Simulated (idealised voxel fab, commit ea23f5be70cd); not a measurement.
Title: Process Module voxel transistor to metal
This is section cut - it's 275 nm across, gridded in 5 nm square cells.
A cross-section in this document is a grid of square cells, and it is written down as bands, the top band listed before the ones below it; a band is made up of one or more rows of cells.
Top, bottom (nm), then materials left to right with widths (nm); lone material tagged "edge to edge" fills the whole band edge to edge; "air" = empty space.
A quick word on heights: they are counted from 0, and under that level the wafer as it came to us is one material throughout. The lowest band is different from the rest in having no bottom; it simply continues downward, written as in "0 and below".
When a width is written as two numbers, as in "30 to 40", the first number is the width in the top row of cells of the band and the second is the width in its bottom row, and the width changes by the same amount from each row to the next.
You'll sometimes find "nothing was modified" written for a step, and that's the way of saying that nowhere in the cross-section did a cell change during that step.
Under "Enclosed void inventory" you'll find the enclosed gaps, the ones with no way out to the top, that are 8 cells or bigger; each reads width x height at distance, with distance counted from the left edge, everything in nm.
On a step's line, text after the settings is the simulator commenting on that step.
overlay nm: where the mask lay relative to plan, measured to the right, on steps with a mask; negatives go left.
### So here's the lineup of process steps we planned
1. op RECEIVE | material Si
2. op CONFORMAL_DEP | material SiO2 | thk nm 5
3. op CONFORMAL_DEP | material SiN | thk nm 15
4. op DIRECTIONAL_DEP | material aC | thk nm 10
5. op PATTERN | tone cover | mask id ACTIVE | material resist | width nm 95 | pitch nm 120 | thk nm 25 | overlay nm 0
6. op DIRECTIONAL_ETCH | etch materials aC | depth nm 10
7. op STRIP | etch materials resist
8. op DIRECTIONAL_ETCH | etch materials SiN | depth nm 15
9. op DIRECTIONAL_ETCH | etch materials SiO2 | depth nm 5
10. op DIRECTIONAL_ETCH | etch materials Si | depth nm 25
11. op STRIP | etch materials aC
12. op OXIDIZE | depth nm 5
13. op FILL_DEP | material SiO2 | thk nm 15
14. op CMP | height nm 20
15. op SELECTIVE_ETCH | etch materials SiO2 | depth nm 10
16. op STRIP | etch materials SiN
17. op SELECTIVE_ETCH | etch materials SiO2 | depth nm 5
18. op OXIDIZE | depth nm 5
19. op DIRECTIONAL_DEP | material polySi | thk nm 30
20. op DIRECTIONAL_DEP | material SiCN | thk nm 15
21. op DIRECTIONAL_DEP | material aC | thk nm 15
22. op PATTERN | tone cover | mask id GATE | material resist | width nm 25 | pitch nm 120 | thk nm 30 | overlay nm 0
23. op DIRECTIONAL_ETCH | etch materials aC | depth nm 15
24. op STRIP | etch materials resist
25. op DIRECTIONAL_ETCH | etch materials SiCN | depth nm 25
26. op DIRECTIONAL_ETCH | etch materials polySi | depth nm 40
27. op STRIP | etch materials aC
28. op CONFORMAL_DEP | material SiO2 | thk nm 5
29. op DIRECTIONAL_ETCH | etch materials SiO2 | depth nm 5
30. op CONFORMAL_DEP | material SiN | thk nm 5
31. op DIRECTIONAL_ETCH | etch materials SiN | depth nm 5
32. op DIRECTIONAL_ETCH | etch materials SiO2 | depth nm 5
33. op EPI | material pSi | thk nm 5
34. op FILL_DEP | material SiO2 | thk nm 5
35. op CMP | height nm 30
36. op STRIP | etch materials polySi
37. op SELECTIVE_ETCH | etch materials SiO2 | depth nm 5
38. op CONFORMAL_DEP | material HfO2 | thk nm 5
39. op CONFORMAL_DEP | material TiN | thk nm 5
40. op FILL_DEP | material W | thk nm 10
41. op CMP | height nm 25
42. op DIRECTIONAL_DEP | material SiO2 | thk nm 15
43. op DIRECTIONAL_DEP | material aC | thk nm 15
44. op PATTERN | tone open | mask id CONTACT | material resist | width nm 15 | thk nm 30 | overlay nm 0
45. op DIRECTIONAL_ETCH | etch materials aC | depth nm 15
46. op STRIP | etch materials resist
47. op DIRECTIONAL_ETCH | etch materials SiO2 | depth nm 40
48. op STRIP | etch materials aC
49. op CONFORMAL_DEP | material TiN | thk nm 5
50. op FILL_DEP | material W | thk nm 5
51. op CMP | height nm 40
52. op CONFORMAL_DEP | material SiN | thk nm 5
53. op DIRECTIONAL_DEP | material SiO2 | thk nm 20
54. op PATTERN | tone open | mask id METAL_1 | material resist | width nm 15 | thk nm 15 | overlay nm 0
55. op DIRECTIONAL_ETCH | etch materials SiO2 | depth nm 20
56. op DIRECTIONAL_ETCH | etch materials SiN | depth nm 5
57. op STRIP | etch materials resist
58. op CONFORMAL_DEP | material TiN | thk nm 5
59. op FILL_DEP | material Cu | thk nm 5
60. op CMP | height nm 65
61. op CONFORMAL_DEP | material SiCN | thk nm 5
62. op DIRECTIONAL_DEP | material lowk | thk nm 30
63. op MASKED_ETCH | tone open | mask id METAL_2 | width nm 15 | pitch nm 120 | etch materials lowk | depth nm 20 | overlay nm 0
64. op PATTERN | tone open | mask id METAL_2_HOLES | material resist | width nm 15 | pitch nm 120 | thk nm 20 | overlay nm 0
65. op DIRECTIONAL_ETCH | etch materials lowk | depth nm 10
66. op DIRECTIONAL_ETCH | etch materials SiCN | depth nm 5
67. op STRIP | etch materials resist
68. op CONFORMAL_DEP | material TiN | thk nm 5
69. op FILL_DEP | material Cu | thk nm 10
70. op CMP | height nm 100
71. op CONFORMAL_DEP | material SiN | thk nm 5
### Here's what the wafer looked like in cross-section when it arrived - that's after step 1
* 0 and below = Si edge to edge
* Enclosed void inventory: none
### End state of the module in cross-section, given the above starting point and plan and one mistake in execution
* 105 down to 100 = SiN edge to edge
* 100 down to 70 = lowk: 35; TiN: 5; Cu: 5; TiN: 5; lowk: 105; TiN: 5; Cu: 5; TiN: 5; lowk: 105
* 70 down to 65 = SiCN: 35; TiN: 15; SiCN: 105; TiN: 15; SiCN: 105
* 65 down to 45 = SiO2: 35; TiN: 5; Cu: 5; TiN: 5; SiO2: 55; TiN: 5; Cu: 5; TiN: 5; SiO2: 35; TiN: 5; Cu: 5; TiN: 5; SiO2: 55; TiN: 5; Cu: 5; TiN: 5; SiO2: 35
* 45 down to 40 = SiN: 35; TiN: 15; SiN: 55; TiN: 15; SiN: 35; TiN: 15; SiN: 55; TiN: 15; SiN: 35
* 40 down to 25 = SiO2: 35; TiN: 5; W: 5; TiN: 5; SiO2: 55; TiN: 5; W: 5; TiN: 5; SiO2: 35; TiN: 5; W: 5; TiN: 5; SiO2: 55; TiN: 5; W: 5; TiN: 5; SiO2: 35
* 25 down to 20 = SiO2: 35; TiN: 5; W: 5; TiN: 5; SiO2: 5; SiN: 5; HfO2: 5; TiN: 5; W: 15; TiN: 5; HfO2: 5; SiN: 5; SiO2: 5; TiN: 5; W: 5; TiN: 5; SiO2: 35; TiN: 5; W: 5; TiN: 5; SiO2: 5; SiN: 5; HfO2: 5; TiN: 5; W: 15; TiN: 5; HfO2: 5; SiN: 5; SiO2: 5; TiN: 5; W: 5; TiN: 5; SiO2: 35
* 20 down to 15 = SiO2: 35; TiN: 15; SiO2: 5; SiN: 5; HfO2: 5; TiN: 5; W: 15; TiN: 5; HfO2: 5; SiN: 5; SiO2: 5; TiN: 15; SiO2: 35; TiN: 15; SiO2: 5; SiN: 5; HfO2: 5; TiN: 5; W: 15; TiN: 5; HfO2: 5; SiN: 5; SiO2: 5; TiN: 15; SiO2: 35
* 15 down to 5 = SiO2: 55; SiN: 5; HfO2: 5; TiN: 5; W: 15; TiN: 5; HfO2: 5; SiN: 5; SiO2: 75; SiN: 5; HfO2: 5; TiN: 5; W: 15; TiN: 5; HfO2: 5; SiN: 5; SiO2: 55
* 5 down to 0 = SiO2: 30; SiN: 5; SiO2: 20; SiN: 5; HfO2: 5; TiN: 25; HfO2: 5; SiN: 5; SiO2: 20; SiN: 5; SiO2: 25; SiN: 5; SiO2: 20; SiN: 5; HfO2: 5; TiN: 25; HfO2: 5; SiN: 5; SiO2: 20; SiN: 5; SiO2: 30
* 0 down to -5 = SiO2: 35; pSi: 20; SiO2: 5; HfO2: 35; SiO2: 5; pSi: 20; SiO2: 35; pSi: 20; SiO2: 5; HfO2: 35; SiO2: 5; pSi: 20; SiO2: 35
* -5 down to -30 = SiO2: 35; Si: 85; SiO2: 35; Si: 85; SiO2: 35
* -30 and below = Si edge to edge
* Enclosed void inventory: none
Run error: step 42 from the plan got run twice
